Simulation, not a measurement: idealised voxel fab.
This section sets out a process module, namely voxel local oxidation.
Displayed cross-section: cut, width of 285 nm, square cells sized 5 nm.
If you're reading a cross-section in this doc, picture square cells in a grid; it comes to you as bands, top ones listed first down to the bottom, and a band can be one or more rows of cells.
What a band's entry tells you: where the top is and where the bottom is, as heights in nm, and after that what lies inside, material by material from left to right, each with its width in nm. Empty space is written as the word "blank", and a single material marked with the word "everywhere" occupies the band from edge to edge.
We count height from 0. Below that, the starting wafer is all one material. The lowest band never ends at the bottom but goes on down; see "0 nm and below" for how that is written.
The expression "30->40" gives the width at the extremes of the band, the first number at its top row of cells and the second at its bottom row, with the width changing by equal amounts from each row to the next in between.
What does "left unchanged" mean for a step? It means no cell of the cross-section changed in that step.
Voids not open to the top, 8 cells minimum: see "Closed-off voids". Written width x height at distance; distance is from the left edge; nm.
On each step's line, the part that comes after the settings is the simulator's own comment on the step.
overlay nm, on a step with a mask: how far to the right of its planned place the mask lay; to the left if negative
Planned step list for the process
| 1 | RECEIVE: material Si |
| 2 | OXIDIZE: depth nm 5 |
| 3 | CONFORMAL_DEP: material SiN, thk nm 15 |
| 4 | DIRECTIONAL_DEP: material aC, thk nm 10 |
| 5 | PATTERN: tone cover, mask id ACTIVE, material resist, width nm 105, pitch nm 125, thk nm 25, overlay nm 0 |
| 6 | DIRECTIONAL_ETCH: etch materials aC, depth nm 10 |
| 7 | STRIP: etch materials resist |
| 8 | DIRECTIONAL_ETCH: etch materials SiN, depth nm 15 |
| 9 | STRIP: etch materials aC |
| 10 | SELECTIVE_ETCH: etch materials SiO2, depth nm 5 |
| 11 | OXIDIZE: depth nm 15 |
| 12 | STRIP: etch materials SiN |
first wafer, as planned
Here's what the wafer looked like in cross-section when it arrived - that's after step 1
  0 nm and below: Si everywhere
  Closed-off voids: none
Cross-section: wafer state after step 2
  0 nm to -5 nm: SiO2 everywhere
  Lower than -5, everything is as it was.
Cross-section: wafer state after step 3
  15 nm to 0 nm: SiN everywhere
  Lower than 0, everything is as it was.
Cross-section: wafer state after step 4
  25 nm to 15 nm: aC everywhere
  Lower than 15, everything is as it was.
Cross-section: wafer state after step 5
  50 nm to 25 nm: blank=25, then resist=105, then blank=20, then resist=105, then blank=30
  Lower than 25, everything is as it was.
Cross-section: wafer state after step 6
  40 nm to 25 nm: blank=25, then resist=105, then blank=20, then resist=105, then blank=30
  25 nm to 15 nm: blank=25, then aC=105, then blank=20, then aC=105, then blank=30
  Lower than 15, everything is as it was.
Cross-section: wafer state after step 7
  25 nm to 15 nm: blank=25, then aC=105, then blank=20, then aC=105, then blank=30
  Lower than 15, everything is as it was.
Cross-section: wafer state after step 8
  25 nm to 15 nm: blank=25, then aC=105, then blank=20, then aC=105, then blank=30
  15 nm to 0 nm: blank=25, then SiN=105, then blank=20, then SiN=105, then blank=30
  Lower than 0, everything is as it was.
Cross-section: wafer state after step 9
  15 nm to 0 nm: blank=25, then SiN=105, then blank=20, then SiN=105, then blank=30
  Lower than 0, everything is as it was.
Cross-section: wafer state after step 10
  15 nm to 0 nm: blank=25, then SiN=105, then blank=20, then SiN=105, then blank=30
  0 nm to -5 nm: blank=30, then SiO2=95, then blank=30, then SiO2=95, then blank=35
  Lower than -5, everything is as it was.
Cross-section: wafer state after step 11
  15 nm to 0 nm: blank=25, then SiN=105, then blank=20, then SiN=105, then blank=30
  0 nm to -5 nm: blank=30, then SiO2=95, then blank=30, then SiO2=95, then blank=35
  -5 nm to -20 nm: SiO2=45, then Si=65, then SiO2=60, then Si=65, then SiO2=50
  Lower than -20, everything is as it was.
Cross-section: wafer state after step 12
  0 nm to -5 nm: blank=30, then SiO2=95, then blank=30, then SiO2=95, then blank=35
  Lower than -5, everything is as it was.
For the second wafer, take the first wafer's start and plan, then add one mistake made in running it; everything through step 6, that step included, is shared with the first
Cross-section, second wafer, at the end time the plan gives for step 7: left unchanged
Cross-section, second wafer, at the end time the plan gives for step 8
  40 nm to 25 nm: blank=25, then resist=105, then blank=20, then resist=105, then blank=30
  25 nm to 15 nm: blank=25, then aC=105, then blank=20, then aC=105, then blank=30
  15 nm to 0 nm: blank=25, then SiN=105, then blank=20, then SiN=105, then blank=30
  Lower than 0, everything is as it was.
Cross-section, second wafer, at the end time the plan gives for step 9
  15 nm to 0 nm: blank=25, then SiN=105, then blank=20, then SiN=105, then blank=30
  Lower than 0, everything is as it was.
Cross-section, second wafer, at the end time the plan gives for step 10
  15 nm to 0 nm: blank=25, then SiN=105, then blank=20, then SiN=105, then blank=30
  0 nm to -5 nm: blank=30, then SiO2=95, then blank=30, then SiO2=95, then blank=35
  Lower than -5, everything is as it was.
Cross-section, second wafer, at the end time the plan gives for step 11
  15 nm to 0 nm: blank=25, then SiN=105, then blank=20, then SiN=105, then blank=30
  0 nm to -5 nm: blank=30, then SiO2=95, then blank=30, then SiO2=95, then blank=35
  -5 nm to -20 nm: SiO2=45, then Si=65, then SiO2=60, then Si=65, then SiO2=50
  Lower than -20, everything is as it was.
Cross-section, second wafer, at the end time the plan gives for step 12
  0 nm to -5 nm: blank=30, then SiO2=95, then blank=30, then SiO2=95, then blank=35
  Lower than -5, everything is as it was.
The mistake made against the process plan was this: yeah, step 7 of the plan got skipped, never ran
Final cross-sections of the two wafers are identical, so the mistake has no effect on what this model computes.
